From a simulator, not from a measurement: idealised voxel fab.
Process module, titled voxel double patterning
Shown is cross-section cut, with a width of 295 nm and square cells of size 5 nm.
If you're reading a cross-section in this doc, picture square cells in a grid; it comes to you as bands, top ones listed first down to the bottom, and a band can be one or more rows of cells. Read a band's entry like this: the first values are the height of its top and the height of its bottom in nm, and what follows is the sequence of materials from left to right, each with its width in nm. Note that "blank" is empty space, and that a single material marked "all across" reaches across the band from edge to edge. Convention: height 0 is the level below which the wafer, as received, is all one material. The lowest band does not terminate at the bottom but continues downward, represented as "0 nm and below". Width spec "30->40" -> top row of cells at first value, bottom row at second value, equal per-row change in between. "same as before" (step): cross-section cells unchanged, all of them. So "Encapsulated voids" is basically the list of trapped voids: any empty space of 8 cells or more that can't reach the top through an opening. They're written width x height at distance, the distance being from the left edge, and it's all nm. On a step's line, text after the settings is the simulator commenting on that step. overlay nm, on a step with a mask: how far to the right of its planned place the mask lay; to the left if negative.
PLANNED STEP LIST FOR THE PROCESS
1) RECEIVE: material Si
2) CONFORMAL_DEP: material SiO2, thk nm 5
3) DIRECTIONAL_DEP: material W, thk nm 20
4) DIRECTIONAL_DEP: material SiN, thk nm 10
5) MASKED_ETCH: tone open, mask id FIRST, width nm 15, pitch nm 50, etch materials SiN, depth nm 10, overlay nm 0
6) DIRECTIONAL_DEP: material aC, thk nm 10
7) PATTERN: tone open, mask id SECOND, material resist, width nm 15, pitch nm 50, thk nm 30, overlay nm 0
8) DIRECTIONAL_ETCH: etch materials aC, depth nm 10
9) STRIP: etch materials resist
10) DIRECTIONAL_ETCH: etch materials SiN, depth nm 10
11) STRIP: etch materials aC
12) DIRECTIONAL_ETCH: etch materials W, depth nm 20
13) STRIP: etch materials SiN
RUN AS PLANNED: FIRST OF TWO WAFERS
THIS IS THE CROSS-SECTION OF THE WAFER AS WE RECEIVED IT, I.E. AFTER STEP 1
- 0 nm and below: Si all across
- Encapsulated voids: none
CROSS-SECTION THROUGH THE WAFER, STEP 2 FINISHED
- 5 nm to 0 nm: SiO2 all across
- Note: structure below 0 unchanged.
CROSS-SECTION THROUGH THE WAFER, STEP 3 FINISHED
- 25 nm to 5 nm: W all across
- Note: structure below 5 unchanged.
CROSS-SECTION THROUGH THE WAFER, STEP 4 FINISHED
- 35 nm to 25 nm: SiN all across
- Note: structure below 25 unchanged.
CROSS-SECTION THROUGH THE WAFER, STEP 5 FINISHED
- 35 nm to 25 nm: 90 SiN / 15 blank / 35 SiN / 15 blank / 35 SiN / 15 blank / 90 SiN
- Note: structure below 25 unchanged.
CROSS-SECTION THROUGH THE WAFER, STEP 6 FINISHED
- 45 nm to 35 nm: 90 aC / 15 blank / 35 aC / 15 blank / 35 aC / 15 blank / 90 aC
- 35 nm to 25 nm: 90 SiN / 15 aC / 35 SiN / 15 aC / 35 SiN / 15 aC / 90 SiN
- Note: structure below 25 unchanged.
CROSS-SECTION THROUGH THE WAFER, STEP 7 FINISHED
- 75 nm to 45 nm: 115 resist / 15 blank / 35 resist / 15 blank / 115 resist
- 45 nm to 35 nm: 90 aC / 15 resist / 35 aC / 15 resist / 35 aC / 15 resist / 90 aC
- Note: structure below 35 unchanged.
CROSS-SECTION THROUGH THE WAFER, STEP 8 FINISHED
- 65 nm to 45 nm: 115 resist / 15 blank / 35 resist / 15 blank / 115 resist
- 45 nm to 35 nm: 90 aC / 15 resist / 10 aC / 15 blank / 10 aC / 15 resist / 10 aC / 15 blank / 10 aC / 15 resist / 90 aC
- Note: structure below 35 unchanged.
CROSS-SECTION THROUGH THE WAFER, STEP 9 FINISHED
- 45 nm to 35 nm: 90 aC / 15 blank / 10 aC / 15 blank / 10 aC / 15 blank / 10 aC / 15 blank / 10 aC / 15 blank / 90 aC
- Note: structure below 35 unchanged.
CROSS-SECTION THROUGH THE WAFER, STEP 10 FINISHED
- 45 nm to 35 nm: 90 aC / 15 blank / 10 aC / 15 blank / 10 aC / 15 blank / 10 aC / 15 blank / 10 aC / 15 blank / 90 aC
- 35 nm to 25 nm: 90 SiN / 15 aC / 10 SiN / 15 blank / 10 SiN / 15 aC / 10 SiN / 15 blank / 10 SiN / 15 aC / 90 SiN
- Note: structure below 25 unchanged.
CROSS-SECTION THROUGH THE WAFER, STEP 11 FINISHED
- 35 nm to 25 nm: 90 SiN / 15 blank / 10 SiN / 15 blank / 10 SiN / 15 blank / 10 SiN / 15 blank / 10 SiN / 15 blank / 90 SiN
- Note: structure below 25 unchanged.
CROSS-SECTION THROUGH THE WAFER, STEP 12 FINISHED
- 35 nm to 25 nm: 90 SiN / 15 blank / 10 SiN / 15 blank / 10 SiN / 15 blank / 10 SiN / 15 blank / 10 SiN / 15 blank / 90 SiN
- 25 nm to 5 nm: 90 W / 15 blank / 10 W / 15 blank / 10 W / 15 blank / 10 W / 15 blank / 10 W / 15 blank / 90 W
- Note: structure below 5 unchanged.
CROSS-SECTION THROUGH THE WAFER, STEP 13 FINISHED
- 25 nm to 5 nm: 90 W / 15 blank / 10 W / 15 blank / 10 W / 15 blank / 10 W / 15 blank / 10 W / 15 blank / 90 W
- Note: structure below 5 unchanged.
WHAT FOLLOWS CONCERNS THE SECOND WAFER, WHICH STARTED OUT LIKE THE FIRST AND WAS MEANT TO FOLLOW THE VERY SAME PLAN; ONE MISTAKE CREPT IN WHEN IT WAS RUN, BUT EVERYTHING UP TO AND INCLUDING STEP 2 IS THE SAME AS FOR THE FIRST WAFER
SECOND WAFER, SECTION VIEW, TIME POINT: SCHEDULED END OF STEP 3
- 35 nm to 5 nm: W all across
- Note: structure below 5 unchanged.
SECOND WAFER, SECTION VIEW, TIME POINT: SCHEDULED END OF STEP 4
- 45 nm to 35 nm: SiN all across
- Note: structure below 35 unchanged.
SECOND WAFER, SECTION VIEW, TIME POINT: SCHEDULED END OF STEP 5
- 45 nm to 35 nm: 90 SiN / 15 blank / 35 SiN / 15 blank / 35 SiN / 15 blank / 90 SiN
- Note: structure below 35 unchanged.
SECOND WAFER, SECTION VIEW, TIME POINT: SCHEDULED END OF STEP 6
- 55 nm to 45 nm: 90 aC / 15 blank / 35 aC / 15 blank / 35 aC / 15 blank / 90 aC
- 45 nm to 35 nm: 90 SiN / 15 aC / 35 SiN / 15 aC / 35 SiN / 15 aC / 90 SiN
- Note: structure below 35 unchanged.
SECOND WAFER, SECTION VIEW, TIME POINT: SCHEDULED END OF STEP 7
- 85 nm to 55 nm: 115 resist / 15 blank / 35 resist / 15 blank / 115 resist
- 55 nm to 45 nm: 90 aC / 15 resist / 35 aC / 15 resist / 35 aC / 15 resist / 90 aC
- Note: structure below 45 unchanged.
SECOND WAFER, SECTION VIEW, TIME POINT: SCHEDULED END OF STEP 8
- 75 nm to 55 nm: 115 resist / 15 blank / 35 resist / 15 blank / 115 resist
- 55 nm to 45 nm: 90 aC / 15 resist / 10 aC / 15 blank / 10 aC / 15 resist / 10 aC / 15 blank / 10 aC / 15 resist / 90 aC
- Note: structure below 45 unchanged.
SECOND WAFER, SECTION VIEW, TIME POINT: SCHEDULED END OF STEP 9
- 55 nm to 45 nm: 90 aC / 15 blank / 10 aC / 15 blank / 10 aC / 15 blank / 10 aC / 15 blank / 10 aC / 15 blank / 90 aC
- Note: structure below 45 unchanged.
SECOND WAFER, SECTION VIEW, TIME POINT: SCHEDULED END OF STEP 10
- 55 nm to 45 nm: 90 aC / 15 blank / 10 aC / 15 blank / 10 aC / 15 blank / 10 aC / 15 blank / 10 aC / 15 blank / 90 aC
- 45 nm to 35 nm: 90 SiN / 15 aC / 10 SiN / 15 blank / 10 SiN / 15 aC / 10 SiN / 15 blank / 10 SiN / 15 aC / 90 SiN
- Note: structure below 35 unchanged.
SECOND WAFER, SECTION VIEW, TIME POINT: SCHEDULED END OF STEP 11
- 45 nm to 35 nm: 90 SiN / 15 blank / 10 SiN / 15 blank / 10 SiN / 15 blank / 10 SiN / 15 blank / 10 SiN / 15 blank / 90 SiN
- Note: structure below 35 unchanged.
SECOND WAFER, SECTION VIEW, TIME POINT: SCHEDULED END OF STEP 12
- 45 nm to 35 nm: 90 SiN / 15 blank / 10 SiN / 15 blank / 10 SiN / 15 blank / 10 SiN / 15 blank / 10 SiN / 15 blank / 90 SiN
- 35 nm to 15 nm: 90 W / 15 blank / 10 W / 15 blank / 10 W / 15 blank / 10 W / 15 blank / 10 W / 15 blank / 90 W
- Note: structure below 15 unchanged.
SECOND WAFER, SECTION VIEW, TIME POINT: SCHEDULED END OF STEP 13
- 35 nm to 15 nm: 90 W / 15 blank / 10 W / 15 blank / 10 W / 15 blank / 10 W / 15 blank / 10 W / 15 blank / 90 W
- Note: structure below 15 unchanged.
So what did we get wrong on this run? for step 3, the planned setting was not used; the step was instead run as DIRECTIONAL_DEP: material W, thk nm 30
The final cell counts differ between the wafers, with the second having more or fewer of some materials than the first: +118 W
